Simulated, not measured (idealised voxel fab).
This section sets out a process module, namely voxel wiring stack.
Xsec cut, 275 nm wide, square cell size 5 nm.
Each cross-section below is a grid of square cells, stated as bands in top-down order, with one or more rows of cells making up each band.
Band: top height; bottom height; in nm. Then, left to right: material with width in nm, for each material. "edge to edge": a single material spanning edge to edge. "air": empty space.
The level at which height equals 0 is the one under which the wafer, as it arrives, is entirely one material. No lower edge exists for the bottom band, which continues downward and is notated as in "z 0 and below".
The width entry "30 to 40" should be interpreted row by row: the top row of cells in the band takes the first number, the bottom row takes the second number, and the change between adjacent rows is uniform throughout.
Given "changes: none" for a step, no cell of the cross-section differs between before and after that step.
Each empty space that has no open way to the top and spans at least 8 cells appears under "Catalogued sealed voids" as width x height at distance, the distance counted from the left edge, all in nm.
Note: text after step settings on the step line = simulator remark on that step.
When a step includes a mask, the "overlay nm" setting on its line states how far to the right of its planned place that mask lay, and negative values state how far to the left.
Set out below are the planned steps of the process:
| 1 | RECEIVE [material Si] |
| 2 | CONFORMAL_DEP [material SiO2] [thk nm 10] |
| 3 | CONFORMAL_DEP [material SiN] [thk nm 5] |
| 4 | DIRECTIONAL_DEP [material lowk] [thk nm 15] |
| 5 | MASKED_ETCH [tone open] [mask id METAL_1] [width nm 30] [pitch nm 60] [etch materials lowk] [depth nm 15] [overlay nm 0] |
| 6 | MASKED_ETCH [tone open] [mask id METAL_1] [width nm 30] [pitch nm 60] [etch materials SiN] [depth nm 5] [overlay nm 0] |
| 7 | CONFORMAL_DEP [material TiN] [thk nm 5] |
| 8 | FILL_DEP [material W] [thk nm 10] |
| 9 | CMP [height nm 30] |
| 10 | CONFORMAL_DEP [material SiCN] [thk nm 5] |
| 11 | DIRECTIONAL_DEP [material lowk] [thk nm 10] |
| 12 | DIRECTIONAL_DEP [material aC] [thk nm 15] |
| 13 | PATTERN [tone open] [mask id PLUG_1] [material resist] [width nm 15] [pitch nm 120] [thk nm 35] [overlay nm 0] |
| 14 | DIRECTIONAL_ETCH [etch materials aC] [depth nm 15] |
| 15 | STRIP [etch materials resist] |
| 16 | DIRECTIONAL_ETCH [etch materials lowk] [depth nm 10] |
| 17 | DIRECTIONAL_ETCH [etch materials SiCN] [depth nm 5] |
| 18 | STRIP [etch materials aC] |
| 19 | CONFORMAL_DEP [material TiN] [thk nm 5] |
| 20 | FILL_DEP [material Ru] [thk nm 5] |
| 21 | CMP [height nm 45] |
| 22 | DIRECTIONAL_DEP [material TiN] [thk nm 5] |
| 23 | DIRECTIONAL_DEP [material W] [thk nm 15] |
| 24 | MASKED_ETCH [tone cover] [mask id METAL_2] [width nm 30] [pitch nm 60] [etch materials W] [depth nm 15] [overlay nm 0] |
| 25 | MASKED_ETCH [tone cover] [mask id METAL_2] [width nm 30] [pitch nm 60] [etch materials TiN] [depth nm 5] [overlay nm 0] |
| 26 | CONFORMAL_DEP [material SiCN] [thk nm 5] |
| 27 | FILL_DEP [material SiO2] [thk nm 5] |
| 28 | CMP [height nm 65] |
| 29 | CONFORMAL_DEP [material SiCN] [thk nm 5] |
| 30 | DIRECTIONAL_DEP [material SiO2] [thk nm 25] |
| 31 | DIRECTIONAL_DEP [material aC] [thk nm 15] |
| 32 | PATTERN [tone open] [mask id METAL_3_HOLES] [material resist] [width nm 15] [pitch nm 60] [thk nm 35] [overlay nm 0] |
| 33 | DIRECTIONAL_ETCH [etch materials aC] [depth nm 15] |
| 34 | STRIP [etch materials resist] |
| 35 | DIRECTIONAL_ETCH [etch materials SiO2] [depth nm 25] |
| 36 | STRIP [etch materials aC] |
| 37 | DIRECTIONAL_DEP [material aC] [thk nm 10] |
| 38 | PATTERN [tone open] [mask id METAL_3] [material resist] [width nm 30] [pitch nm 60] [thk nm 30] [overlay nm 0] |
| 39 | DIRECTIONAL_ETCH [etch materials aC] [depth nm 10] |
| 40 | STRIP [etch materials resist] |
| 41 | DIRECTIONAL_ETCH [etch materials SiO2] [depth nm 15] |
| 42 | DIRECTIONAL_ETCH [etch materials SiCN] [depth nm 5] |
| 43 | STRIP [etch materials aC] |
| 44 | CONFORMAL_DEP [material TiN] [thk nm 5] |
| 45 | FILL_DEP [material Cu] [thk nm 5] |
| 46 | CMP [height nm 95] |
| 47 | CONFORMAL_DEP [material SiCN] [thk nm 5] |
The cross-section here shows the wafer as received, i.e. in its state after step 1:
z 0 and below  Si edge to edge
Catalogued sealed voids: none
Look at the cross-section after the module: the wafer started out the way shown above and the plan was the one shown above, yet one mistake was made along the way:
z 100 to 95  SiCN edge to edge
z 95 to 85  SiO2 (30), TiN (5), Cu (20), TiN (5), SiO2 (30), TiN (5), Cu (20), TiN (5), SiO2 (30), TiN (5), Cu (20), TiN (5), SiO2 (30), TiN (5), Cu (20), TiN (5), SiO2 (35)
z 85 to 80  SiO2 (30), TiN (5), Cu (5), TiN (20), SiO2 (30), TiN (5), Cu (5), TiN (20), SiO2 (30), TiN (5), Cu (5), TiN (20), SiO2 (30), TiN (5), Cu (5), TiN (20), SiO2 (35)
z 80 to 70  SiO2 (30), TiN (5), Cu (5), TiN (5), SiO2 (45), TiN (5), Cu (5), TiN (5), SiO2 (45), TiN (5), Cu (5), TiN (5), SiO2 (45), TiN (5), Cu (5), TiN (5), SiO2 (50)
z 70 to 65  SiCN (30), TiN (15), SiCN (45), TiN (15), SiCN (45), TiN (15), SiCN (45), TiN (15), SiCN (50)
z 65 to 50  SiO2 (25), SiCN (5), W (30), SiCN (5), SiO2 (20), SiCN (5), W (30), SiCN (5), SiO2 (20), SiCN (5), W (30), SiCN (5), SiO2 (20), SiCN (5), W (30), SiCN (5), SiO2 (30)
z 50 to 45  SiCN (30), TiN (30), SiCN (30), TiN (30), SiCN (30), TiN (30), SiCN (30), TiN (30), SiCN (35)
z 45 to 35  lowk (30), TiN (5), Ru (5), TiN (5), lowk (105), TiN (5), Ru (5), TiN (5), lowk (110)
z 35 to 30  SiCN (30), TiN (15), SiCN (105), TiN (15), SiCN (110)
z 30 to 25  W edge to edge
z 25 to 20  TiN (35), W (20), TiN (40), W (20), TiN (40), W (20), TiN (40), W (20), TiN (40)
z 20 to 5  lowk (30), TiN (5), W (20), TiN (5), lowk (30), TiN (5), W (20), TiN (5), lowk (30), TiN (5), W (20), TiN (5), lowk (30), TiN (5), W (20), TiN (5), lowk (35)
z 5 to 0  SiN (30), TiN (30), SiN (30), TiN (30), SiN (30), TiN (30), SiN (30), TiN (30), SiN (35)
z 0 and below  Si edge to edge
Catalogued sealed voids: none
Diagnosis: step 2 was left out
